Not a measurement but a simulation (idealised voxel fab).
voxel tone inversion: a process module
Displayed cross-section: cut, width of 240 nm, square cells sized 5 nm.
Throughout this document, each cross-section is represented as a grid of square cells and is presented as a sequence of bands enumerated from the top downward, where a band comprises one or more rows of cells.
Read a band's entry like this: the first values are the height of its top and the height of its bottom in nm, and what follows is the sequence of materials from left to right, each with its width in nm. Note that "air" is empty space, and that a single material marked "all across" reaches across the band from edge to edge.
Note: height 0 marks the level under which the wafer is uniformly one material as received. Lowest band unbounded below, written "z 0 and below".
A width such as "30..40" changes by the same amount from each row of cells to the next, from the band's top row to its bottom row.
"nothing was modified" for a step: no cell of the cross-section changed in that step.
If an empty space has no open way to the top and is at least 8 cells in size, "Enclosed void listing" lists it, written width x height at distance, where distance is measured from the left edge and every value is in nm.
If you see something after the settings on a step's line, that's the simulator's own remark about that step.
The setting "overlay nm" may be written on the line of a step. When the step uses a mask, the value reports how far to the right of the planned place the mask lay, and a negative value reports that it lay to the left.
The planned process steps are enumerated hereunder:
1 RECEIVE: material Si
2 CONFORMAL_DEP: material SiCN, thk nm 5
3 DIRECTIONAL_DEP: material polySi, thk nm 20
4 PATTERN: tone cover, mask id POSTS, material resist, width nm 25, pitch nm 55, thk nm 30, overlay nm 0
5 DIRECTIONAL_ETCH: etch materials polySi, depth nm 20
6 STRIP: etch materials resist
7 FILL_DEP: material lowk, thk nm 10
8 CMP: height nm 25
9 STRIP: etch materials polySi
Step 1 complete: cross-section of the wafer as received:
	z 0 and below: Si all across
	Enclosed void listing: none
Final cross-section, module run with one mistake (start and plan as above):
	z 25 to 20: lowk all across
	z 20 to 0: lowk: 50  polySi: 25  lowk: 30  polySi: 25  lowk: 30  polySi: 25  lowk: 55
	z 0 and below: Si all across
	Enclosed void listing: none
Plan not followed: not run: step 2 of the plan (skipped)
